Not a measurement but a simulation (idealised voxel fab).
process module | voxel released beams
cross-section cut | 285 nm wide | cells 5 nm
A cross-section is a grid of square cells, given in bands from the top down. A band is one or more rows of cells.
Each band's line starts with the height of the band's top and of its bottom, in nm. Then come its materials from left to right, each with its width in nm. One material with "throughout" fills the band from edge to edge. "air" is empty space.
Height 0 is the level under which the wafer as received is all one material. The lowest band goes on downwards, as in "0 down".
A width such as "30 to 40" changes by the same amount from each row of cells to the next, from the band's top row to its bottom row.
"no change" after a step means that no cell of the cross-section changed.
closed voids: empty space of 8 cells or more with no open way to the top, each as width x height at its distance from the left edge, in nm
after a step's settings: what the simulator itself notes on the step
overlay nm, on a step with a mask: how far to the right of its planned place the mask lay; to the left if negative
plan
1 op RECEIVE | material Si
2 op CONFORMAL_DEP | material Al2O3 | thk nm 5
3 op DIRECTIONAL_DEP | material SiO2 | thk nm 20
4 op PATTERN | tone open | mask id ANCHOR | material resist | width nm 35 | thk nm 20 | overlay nm 0
5 op DIRECTIONAL_ETCH | etch materials SiO2 | depth nm 20
6 op STRIP | etch materials resist
7 op CONFORMAL_DEP | material SiN | thk nm 15
8 op MASKED_ETCH | tone cover | mask id BEAM | width nm 85 | etch materials SiN | depth nm 15 | overlay nm 0
9 op STRIP | etch materials SiO2
as received, after step 1
  0 down: Si throughout
  closed voids: none
a wafer at the end: this start, this plan, one mistake
  35 to 25: air 95 | SiN 15 | air 15 | SiN 55 | air 105
  25 to 15: air 100 | SiN 10 | air 15 | SiN 10 | air 150
  15 to 5: air 100 | SiN 35 | air 150
  5 to 0: Al2O3 throughout
  0 down: Si throughout
  closed voids: none
what went wrong: step 7 ran as: op CONFORMAL_DEP | material SiN | thk nm 10
